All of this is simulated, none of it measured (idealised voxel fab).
process module | voxel gate over fins
cross-section cut | 235 nm wide | cells 5 nm
A cross-section is a grid of square cells, given in bands from the top down. A band is one or more rows of cells.
Each band's line starts with the height of the band's top and of its bottom, in nm. Then come its materials from left to right, each with its width in nm. One material with "throughout" fills the band from edge to edge. "air" is empty space.
Height 0 is the level under which the wafer as received is all one material. The lowest band goes on downwards, as in "0 down".
A width such as "30 to 40" changes by the same amount from each row of cells to the next, from the band's top row to its bottom row.
"no change" after a step means that no cell of the cross-section changed.
closed voids: empty space of 8 cells or more with no open way to the top, each as width x height at its distance from the left edge, in nm
after a step's settings: what the simulator itself notes on the step
overlay nm, on a step with a mask: how far to the right of its planned place the mask lay; to the left if negative
plan
1 op RECEIVE | material Si
2 op CONFORMAL_DEP | material SiN | thk nm 5
3 op PATTERN | tone cover | mask id FINS | material resist | width nm 15 | pitch nm 50 | thk nm 20 | overlay nm 0
4 op DIRECTIONAL_ETCH | etch materials SiN | depth nm 5
5 op DIRECTIONAL_ETCH | etch materials Si | depth nm 30
6 op STRIP | etch materials resist
7 op FILL_DEP | material SiO2 | thk nm 5
8 op CMP | height nm 5
9 op PATTERN | tone open | mask id RAIL | material resist | width nm 15 | thk nm 20 | overlay nm 0
10 op DIRECTIONAL_ETCH | etch materials SiO2 | depth nm 30
11 op STRIP | etch materials resist
12 op CONFORMAL_DEP | material TiN | thk nm 5
13 op FILL_DEP | material Ru | thk nm 5
14 op CMP | height nm 5
15 op SELECTIVE_ETCH | etch materials W Ru TiN | depth nm 20
16 op FILL_DEP | material SiO2 | thk nm 5
17 op CMP | height nm 5
18 op SELECTIVE_ETCH | etch materials SiO2 | depth nm 15
19 op STRIP | etch materials SiN
20 op CONFORMAL_DEP | material HfO2 | thk nm 5
21 op CONFORMAL_DEP | material TiN | thk nm 5
22 op CONFORMAL_DEP | material TiAl | thk nm 5
23 op CONFORMAL_DEP | material TiN | thk nm 5
24 op FILL_DEP | material W | thk nm 15
25 op CMP | height nm 30
26 op CONFORMAL_DEP | material SiN | thk nm 10
as received, after step 1
  0 down: Si throughout
  closed voids: none
first wafer at the end, as planned
  40 to 30: SiN throughout
  30 to 20: W throughout
  20 to 15: W 65 | TiN 105 | W 65
  15 to 10: W 65 | TiN 5 | TiAl 45 | TiN 5 | TiAl 45 | TiN 5 | W 65
  10 to 5: TiN 70 | TiAl 5 | TiN 35 | TiAl 5 | TiN 5 | TiAl 5 | TiN 35 | TiAl 5 | TiN 70
  5 to 0: TiAl 75 | TiN 5 | HfO2 25 | TiN 5 | TiAl 15 | TiN 5 | HfO2 25 | TiN 5 | TiAl 75
  0 to -5: TiN 80 | HfO2 5 | Si 15 | HfO2 5 | TiN 25 | HfO2 5 | Si 15 | HfO2 5 | TiN 80
  -5 to -10: HfO2 85 | Si 15 | HfO2 35 | Si 15 | HfO2 85
  -10 to -15: SiO2 85 | Si 15 | SiO2 35 | Si 15 | SiO2 85
  -15 to -20: SiO2 85 | Si 15 | SiO2 10 | TiN 5 | Ru 5 | TiN 5 | SiO2 10 | Si 15 | SiO2 85
  -20 to -25: SiO2 85 | Si 15 | SiO2 10 | TiN 15 | SiO2 10 | Si 15 | SiO2 85
  -25 to -30: SiO2 85 | Si 15 | SiO2 35 | Si 15 | SiO2 85
  -30 down: Si throughout
  closed voids: none
second wafer at the end: like start, like plan, one mistake
  40 to 30: SiN throughout
  30 to 20: W throughout
  20 to 15: W 65 | TiN 105 | W 65
  15 to 10: W 65 | TiN 5 | TiAl 45 | TiN 5 | TiAl 45 | TiN 5 | W 65
  10 to 5: TiN 70 | TiAl 5 | HfO2 35 | TiAl 5 | TiN 5 | TiAl 5 | HfO2 35 | TiAl 5 | TiN 70
  5 to 0: TiAl 75 | HfO2 5 | TiN 25 | HfO2 5 | TiAl 15 | HfO2 5 | TiN 25 | HfO2 5 | TiAl 75
  0 to -5: HfO2 80 | TiN 5 | Si 15 | TiN 5 | HfO2 25 | TiN 5 | Si 15 | TiN 5 | HfO2 80
  -5 to -10: TiN 85 | Si 15 | TiN 35 | Si 15 | TiN 85
  -10 to -15: SiO2 85 | Si 15 | SiO2 35 | Si 15 | SiO2 85
  -15 to -20: SiO2 85 | Si 15 | SiO2 10 | TiN 5 | Ru 5 | TiN 5 | SiO2 10 | Si 15 | SiO2 85
  -20 to -25: SiO2 85 | Si 15 | SiO2 10 | TiN 15 | SiO2 10 | Si 15 | SiO2 85
  -25 to -30: SiO2 85 | Si 15 | SiO2 35 | Si 15 | SiO2 85
  -30 down: Si throughout
  closed voids: none
what went wrong: steps 20 and 21 were swapped
at the end the second wafer has, in cells: as many of each material as the first, in other places
